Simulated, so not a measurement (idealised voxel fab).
The document below concerns the process module designated voxel trench capacitor.
It is cross-section cut that appears here, measuring 260 nm in width, its square cells being 5 nm in size.
In this document a cross-section is written as a grid of square cells. It is given as a series of bands, listed from the top down, and a band is one or more rows of cells. It is stipulated that each band's entry specify, in nanometres, the height of the top of the band and then that of its bottom, followed by the materials of the band in left-to-right sequence, each together with its width in nanometres. A single material marked by the word "edge to edge" is understood to fill the band from edge to edge; the word "empty" is understood to denote empty space. The reference from which all heights are counted is 0, the level beneath which the as-received wafer is entirely one material; the lowest band, having no lower bound, proceeds downward and is written after the example "0 down". The width entry "30..40" should be interpreted row by row: the top row of cells in the band takes the first number, the bottom row takes the second number, and the change between adjacent rows is uniform throughout. No cell of the cross-section changed in a step that is given as "stayed the same". Closed empty spaces (no open way to the top) of 8 cells or more are what "Tabulated closed voids" lists, each as width x height at distance from the left edge, nm for all three. The remark found on a step's line after its settings is issued by the simulator itself and pertains to that step. You can add "overlay nm" to a step's line. For a step with a mask, it describes how far the mask lay to the right of its planned position, and a negative number describes a lay to the left.
THE STEPS PLANNED FOR THE PROCESS ARE AS FOLLOWS
- 1: RECEIVE (material Si)
- 2: CONFORMAL_DEP (material SiN; thk nm 5)
- 3: DIRECTIONAL_DEP (material aC; thk nm 15)
- 4: PATTERN (tone open; mask id TRENCH; material resist; width nm 25; pitch nm 45; thk nm 30; overlay nm 0)
- 5: DIRECTIONAL_ETCH (etch materials aC; depth nm 15)
- 6: STRIP (etch materials resist)
- 7: DIRECTIONAL_ETCH (etch materials SiN; depth nm 5)
- 8: DIRECTIONAL_ETCH (etch materials Si; depth nm 35)
- 9: STRIP (etch materials aC)
- 10: CONFORMAL_DEP (material Al2O3; thk nm 5)
- 11: FILL_DEP (material polySi; thk nm 10)
- 12: CMP (height nm 5)
THE FIRST WAFER OF TWO, PROCESSED AS PLANNED
WAFER AT RECEIPT (POST STEP 1), CROSS-SECTION
- 0 down = Si edge to edge
- Tabulated closed voids: none
SECTIONAL VIEW: WAFER, AFTER STEP 2
- 5 to 0 = SiN edge to edge
- Rest of section, below 0: as before.
SECTIONAL VIEW: WAFER, AFTER STEP 3
- 20 to 5 = aC edge to edge
- Rest of section, below 5: as before.
SECTIONAL VIEW: WAFER, AFTER STEP 4
- 50 to 20 = 70 resist; 25 empty; 20 resist; 25 empty; 20 resist; 25 empty; 75 resist
- Rest of section, below 20: as before.
SECTIONAL VIEW: WAFER, AFTER STEP 5
- 35 to 20 = 70 resist; 25 empty; 20 resist; 25 empty; 20 resist; 25 empty; 75 resist
- 20 to 5 = 70 aC; 25 empty; 20 aC; 25 empty; 20 aC; 25 empty; 75 aC
- Rest of section, below 5: as before.
SECTIONAL VIEW: WAFER, AFTER STEP 6
- 20 to 5 = 70 aC; 25 empty; 20 aC; 25 empty; 20 aC; 25 empty; 75 aC
- Rest of section, below 5: as before.
SECTIONAL VIEW: WAFER, AFTER STEP 7
- 20 to 5 = 70 aC; 25 empty; 20 aC; 25 empty; 20 aC; 25 empty; 75 aC
- 5 to 0 = 70 SiN; 25 empty; 20 SiN; 25 empty; 20 SiN; 25 empty; 75 SiN
- Rest of section, below 0: as before.
SECTIONAL VIEW: WAFER, AFTER STEP 8
- 20 to 5 = 70 aC; 25 empty; 20 aC; 25 empty; 20 aC; 25 empty; 75 aC
- 5 to 0 = 70 SiN; 25 empty; 20 SiN; 25 empty; 20 SiN; 25 empty; 75 SiN
- 0 to -35 = 70 Si; 25 empty; 20 Si; 25 empty; 20 Si; 25 empty; 75 Si
- Rest of section, below -35: as before.
SECTIONAL VIEW: WAFER, AFTER STEP 9
- 5 to 0 = 70 SiN; 25 empty; 20 SiN; 25 empty; 20 SiN; 25 empty; 75 SiN
- Rest of section, below 0: as before.
SECTIONAL VIEW: WAFER, AFTER STEP 10
- 10 to 5 = 75 Al2O3; 15 empty; 30 Al2O3; 15 empty; 30 Al2O3; 15 empty; 80 Al2O3
- 5 to 0 = 70 SiN; 5 Al2O3; 15 empty; 5 Al2O3; 20 SiN; 5 Al2O3; 15 empty; 5 Al2O3; 20 SiN; 5 Al2O3; 15 empty; 5 Al2O3; 75 SiN
- 0 to -30 = 70 Si; 5 Al2O3; 15 empty; 5 Al2O3; 20 Si; 5 Al2O3; 15 empty; 5 Al2O3; 20 Si; 5 Al2O3; 15 empty; 5 Al2O3; 75 Si
- -30 to -35 = 70 Si; 25 Al2O3; 20 Si; 25 Al2O3; 20 Si; 25 Al2O3; 75 Si
- Rest of section, below -35: as before.
SECTIONAL VIEW: WAFER, AFTER STEP 11
- 20 to 10 = polySi edge to edge
- 10 to 5 = 75 Al2O3; 15 polySi; 30 Al2O3; 15 polySi; 30 Al2O3; 15 polySi; 80 Al2O3
- 5 to 0 = 70 SiN; 5 Al2O3; 15 polySi; 5 Al2O3; 20 SiN; 5 Al2O3; 15 polySi; 5 Al2O3; 20 SiN; 5 Al2O3; 15 polySi; 5 Al2O3; 75 SiN
- 0 to -30 = 70 Si; 5 Al2O3; 15 polySi; 5 Al2O3; 20 Si; 5 Al2O3; 15 polySi; 5 Al2O3; 20 Si; 5 Al2O3; 15 polySi; 5 Al2O3; 75 Si
- Rest of section, below -30: as before.
SECTIONAL VIEW: WAFER, AFTER STEP 12
- 5 to 0 = 70 SiN; 5 Al2O3; 15 polySi; 5 Al2O3; 20 SiN; 5 Al2O3; 15 polySi; 5 Al2O3; 20 SiN; 5 Al2O3; 15 polySi; 5 Al2O3; 75 SiN
- Rest of section, below 0: as before.
REGARDING THE SECOND OF THE TWO WAFERS: IT SHARED THE FIRST WAFER'S STARTING CONDITION AND PROCESS PLAN, YET ONE ERROR OCCURRED DURING ITS EXECUTION. ITS HISTORY COINCIDES WITH THAT OF THE FIRST WAFER UP TO AND INCLUDING STEP 11
Cross-section: second wafer, time at which step 12 was scheduled to end: stayed the same
What was done differently from what was planned? the plan's step 12 went unexecuted, having been skipped
Once processing is complete, comparing cell counts shows that the second wafer has more or fewer of certain materials than the first: Al2O3: 43 more; polySi: 113 more
